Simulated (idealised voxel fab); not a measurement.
Module name: voxel wiring stack (process module)
We display cut, a cross-section 155 nm in width whose square cells are each 5 nm.
Each cross-section below is a grid of square cells, stated as bands in top-down order, with one or more rows of cells making up each band.
The band entry comprises the height of the band's top followed by the height of its bottom, expressed in nm, and subsequently the band's materials from left to right, each stated together with its width in nm. Where a single material is marked with the word "all across", that material fills the band from edge to edge. The word "empty" represents empty space.
Heads up on the height convention: 0 is the point under which the incoming wafer is all one material, and the lowest band has no bottom, it just keeps going down, like "0 nm and below".
Width: "30->40" (first number = top row, second number = bottom row, same change from row to row of cells).
Where the words "left unchanged" appear for a step, the cross-section shows no cell changed by that step; every cell remained as before.
Closed-off voids of 8+ cells (no open route to the top) go in "Tabulated closed voids", written width x height at distance from the left edge, in nm.
after a step's settings: what the simulator itself notes on the step
overlay nm, on a step with a mask: how far to the right of its planned place the mask lay; to the left if negative

Process steps (planned)
1,RECEIVE: material Si
2,CONFORMAL_DEP: material SiO2, thk nm 10
3,CONFORMAL_DEP: material SiN, thk nm 5
4,DIRECTIONAL_DEP: material SiO2, thk nm 15
5,MASKED_ETCH: tone open, mask id METAL_1, width nm 30, pitch nm 60, etch materials SiO2, depth nm 15, overlay nm 0
6,MASKED_ETCH: tone open, mask id METAL_1, width nm 30, pitch nm 60, etch materials SiN, depth nm 5, overlay nm 0
7,CONFORMAL_DEP: material TiN, thk nm 5
8,FILL_DEP: material Ru, thk nm 10
9,CMP: height nm 30
10,CONFORMAL_DEP: material SiCN, thk nm 5
11,DIRECTIONAL_DEP: material lowk, thk nm 15
12,DIRECTIONAL_DEP: material aC, thk nm 10
13,PATTERN: tone open, mask id PLUG_1, material resist, width nm 15, thk nm 30, overlay nm 0
14,DIRECTIONAL_ETCH: etch materials aC, depth nm 10
15,STRIP: etch materials resist
16,DIRECTIONAL_ETCH: etch materials lowk, depth nm 15
17,DIRECTIONAL_ETCH: etch materials SiCN, depth nm 5
18,STRIP: etch materials aC
19,CONFORMAL_DEP: material TiN, thk nm 5
20,FILL_DEP: material Cu, thk nm 5
21,CMP: height nm 50
22,DIRECTIONAL_DEP: material TiN, thk nm 5
23,DIRECTIONAL_DEP: material W, thk nm 25
24,PATTERN: tone cover, mask id METAL_2, material resist, width nm 30, pitch nm 60, thk nm 20, overlay nm 0
25,DIRECTIONAL_ETCH: etch materials W, depth nm 25
26,DIRECTIONAL_ETCH: etch materials TiN, depth nm 5
27,STRIP: etch materials resist
28,FILL_DEP: material lowk, thk nm 10
29,CMP: height nm 80
30,CONFORMAL_DEP: material SiCN, thk nm 5
31,DIRECTIONAL_DEP: material SiO2, thk nm 30
32,MASKED_ETCH: tone open, mask id METAL_3_HOLES, width nm 15, etch materials SiO2, depth nm 30, overlay nm 0
33,MASKED_ETCH: tone open, mask id METAL_3, width nm 30, pitch nm 60, etch materials SiO2, depth nm 20, overlay nm 0
34,MASKED_ETCH: tone open, mask id METAL_3, width nm 30, pitch nm 60, etch materials SiCN, depth nm 5, overlay nm 0
35,CONFORMAL_DEP: material TiN, thk nm 5
36,FILL_DEP: material Ru, thk nm 10
37,CMP: height nm 115
38,CONFORMAL_DEP: material SiCN, thk nm 5
39,DIRECTIONAL_DEP: material lowk, thk nm 10
40,PATTERN: tone open, mask id PLUG_3, material resist, width nm 15, pitch nm 60, thk nm 15, overlay nm 0
41,DIRECTIONAL_ETCH: etch materials lowk, depth nm 10
42,DIRECTIONAL_ETCH: etch materials SiCN, depth nm 5
43,STRIP: etch materials resist
44,EPI: material Ru, thk nm 10
45,EPI: material Ru, thk nm 5
46,CONFORMAL_DEP: material SiCN, thk nm 5
47,DIRECTIONAL_DEP: material lowk, thk nm 20
48,PATTERN: tone open, mask id METAL_4, material resist, width nm 30, pitch nm 60, thk nm 15, overlay nm 0
49,DIRECTIONAL_ETCH: etch materials lowk, depth nm 20
50,DIRECTIONAL_ETCH: etch materials SiCN, depth nm 5
51,STRIP: etch materials resist
52,CONFORMAL_DEP: material TiN, thk nm 5
53,FILL_DEP: material Cu, thk nm 5
54,CMP: height nm 155
55,CONFORMAL_DEP: material SiCN, thk nm 5

Delivered wafer in cross-section: state after step 1
0 nm and below | Si all across
Tabulated closed voids: none

Looking at the first of two wafers in cross-section at end of module - ran to plan
160 nm to 155 nm | SiCN all across
155 nm to 135 nm | lowk 30 nm / TiN 5 nm / Cu 20 nm / TiN 5 nm / lowk 30 nm / TiN 5 nm / Cu 20 nm / TiN 5 nm / lowk 35 nm
135 nm to 130 nm | SiCN 30 nm / TiN 30 nm / SiCN 30 nm / TiN 30 nm / SiCN 35 nm
130 nm to 120 nm | lowk 30 nm / Ru 15 nm / lowk 45 nm / Ru 15 nm / lowk 50 nm
120 nm to 115 nm | SiCN 30 nm / Ru 15 nm / SiCN 45 nm / Ru 15 nm / SiCN 50 nm
115 nm to 100 nm | SiO2 30 nm / TiN 5 nm / Ru 20 nm / TiN 5 nm / SiO2 30 nm / TiN 5 nm / Ru 20 nm / TiN 5 nm / SiO2 35 nm
100 nm to 95 nm | SiO2 30 nm / TiN 5 nm / Ru 5 nm / TiN 20 nm / SiO2 30 nm / TiN 30 nm / SiO2 35 nm
95 nm to 85 nm | SiO2 30 nm / TiN 5 nm / Ru 5 nm / TiN 5 nm / SiO2 110 nm
85 nm to 80 nm | SiCN 30 nm / TiN 15 nm / SiCN 110 nm
80 nm to 55 nm | lowk 30 nm / W 30 nm / lowk 30 nm / W 30 nm / lowk 35 nm
55 nm to 50 nm | lowk 30 nm / TiN 30 nm / lowk 30 nm / TiN 30 nm / lowk 35 nm
50 nm to 35 nm | lowk 30 nm / TiN 5 nm / Cu 5 nm / TiN 5 nm / lowk 110 nm
35 nm to 30 nm | SiCN 30 nm / TiN 15 nm / SiCN 110 nm
30 nm to 15 nm | SiO2 30 nm / TiN 5 nm / Ru 20 nm / TiN 5 nm / SiO2 30 nm / TiN 5 nm / Ru 20 nm / TiN 5 nm / SiO2 35 nm
15 nm to 10 nm | SiN 30 nm / TiN 30 nm / SiN 30 nm / TiN 30 nm / SiN 35 nm
10 nm to 0 nm | SiO2 all across
0 nm and below | Si all across
Tabulated closed voids: none

This is the second of the two wafers, cross-sectioned at the end of the module; it started exactly like the first and was given the same plan, but it was run with one mistake
160 nm to 155 nm | SiCN all across
155 nm to 135 nm | lowk 30 nm / TiN 5 nm / Cu 20 nm / TiN 5 nm / lowk 30 nm / TiN 5 nm / Cu 20 nm / TiN 5 nm / lowk 35 nm
135 nm to 130 nm | SiCN 30 nm / TiN 30 nm / SiCN 30 nm / TiN 30 nm / SiCN 35 nm
130 nm to 120 nm | lowk 30 nm / Ru 15 nm / lowk 45 nm / Ru 15 nm / lowk 50 nm
120 nm to 115 nm | SiCN 30 nm / Ru 15 nm / SiCN 45 nm / Ru 15 nm / SiCN 50 nm
115 nm to 100 nm | SiO2 30 nm / TiN 5 nm / Ru 20 nm / TiN 5 nm / SiO2 30 nm / TiN 5 nm / Ru 20 nm / TiN 5 nm / SiO2 35 nm
100 nm to 95 nm | SiO2 30 nm / TiN 5 nm / Ru 5 nm / TiN 20 nm / SiO2 30 nm / TiN 30 nm / SiO2 35 nm
95 nm to 85 nm | SiO2 30 nm / TiN 5 nm / Ru 5 nm / TiN 5 nm / SiO2 110 nm
85 nm to 80 nm | SiCN 30 nm / TiN 15 nm / SiCN 110 nm
80 nm to 55 nm | lowk 30 nm / W 30 nm / lowk 30 nm / W 30 nm / lowk 35 nm
55 nm to 50 nm | lowk 30 nm / TiN 30 nm / lowk 30 nm / TiN 30 nm / lowk 35 nm
50 nm to 35 nm | lowk 30 nm / TiN 5 nm / Cu 5 nm / TiN 5 nm / lowk 110 nm
35 nm to 30 nm | SiCN 30 nm / TiN 15 nm / SiCN 110 nm
30 nm to 20 nm | Ru 25 nm / TiN 5 nm / SiO2 30 nm / TiN 5 nm / Ru 20 nm / TiN 5 nm / SiO2 30 nm / TiN 5 nm / Ru 30 nm
20 nm to 15 nm | TiN 30 nm / SiO2 30 nm / TiN 30 nm / SiO2 30 nm / TiN 35 nm
15 nm to 10 nm | SiN all across
10 nm to 0 nm | SiO2 all across
0 nm and below | Si all across
Tabulated closed voids: none
Short version of what went wrong: step 5 was run on a setting that differed from the plan, and what really ran there is MASKED_ETCH: tone cover, mask id METAL_1, width nm 30, pitch nm 60, etch materials SiO2, depth nm 15, overlay nm 0
Once processing is complete, comparing cell counts shows that the second wafer has more or fewer of certain materials than the first: Ru: 6 more | SiN: 12 more | SiO2: 21 fewer | TiN: 3 more
